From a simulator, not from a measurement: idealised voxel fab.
Module name: voxel released beams (process module)
180 nm wide, 5 nm square cells: that's cross-section cut.
Throughout this document, each cross-section is represented as a grid of square cells and is presented as a sequence of bands enumerated from the top downward, where a band comprises one or more rows of cells. Within each band entry, the heights of the top and of the bottom of the band appear first, in that order and in nm; the materials of the band then follow from left to right, each with its corresponding width in nm. The designation "edge to edge" on a single material indicates that it fills the band from edge to edge; the designation "air" indicates empty space. For the purposes of this specification, 0 denotes the height below which the wafer in its as-received condition is composed wholly of one material, and the lowermost band, lacking a lower limit, extends downward without end, as expressed in "0 down". It should be noted that a width expressed as "30->40" varies in equal increments from row to row of cells within the band, taking the value of the first number at the top row and that of the second number at the bottom row. What does "left unchanged" mean for a step? It means no cell of the cross-section changed in that step. If an empty space has no open way to the top and is at least 8 cells in size, "Sealed-off cavities" lists it, written width x height at distance, where distance is measured from the left edge and every value is in nm. The remark found on a step's line after its settings is issued by the simulator itself and pertains to that step. Regarding "overlay nm": on a step with a mask, it is the distance the mask lay to the right of its planned place; a negative value places it to the left.

# Steps planned for the process
1 RECEIVE (material Si)
2 CONFORMAL_DEP (material Al2O3; thk nm 5)
3 DIRECTIONAL_DEP (material SiO2; thk nm 20)
4 MASKED_ETCH (tone open; mask id ANCHOR; width nm 40; etch materials SiO2; depth nm 20; overlay nm 0)
5 CONFORMAL_DEP (material SiN; thk nm 15)
6 PATTERN (tone cover; mask id BEAM; material resist; width nm 105; thk nm 15; overlay nm 0)
7 DIRECTIONAL_ETCH (etch materials SiN; depth nm 15)
8 STRIP (etch materials resist)
9 STRIP (etch materials SiO2)

# As-received wafer cross-section (after step 1)
    0 down = Si edge to edge
    Sealed-off cavities: none

# Here's the cross-section of the first of our two wafers at the end of the module - it ran as planned
    40 to 25 = 35 air | 20 SiN | 10 air | 75 SiN | 40 air
    25 to 20 = 40 air | 15 SiN | 10 air | 15 SiN | 100 air
    20 to 5 = 40 air | 40 SiN | 100 air
    5 to 0 = Al2O3 edge to edge
    0 down = Si edge to edge
    Sealed-off cavities: none

# Wafer two (of two), end-of-module cross-section: start = wafer one, plan = wafer one, one run mistake
    55 to 40 = 35 air | 105 SiN | 40 air
    40 to 25 = SiN edge to edge
    25 to 5 = 40 SiO2 | 40 SiN | 100 SiO2
    5 to 0 = Al2O3 edge to edge
    0 down = Si edge to edge
    Sealed-off cavities: none
What was the processing mistake? step 5 from the plan got run twice
It is noted that, at the conclusion of processing, the second wafer exhibits a higher or lower cell count for certain materials relative to the first: 116 more of SiN, 112 more of SiO2
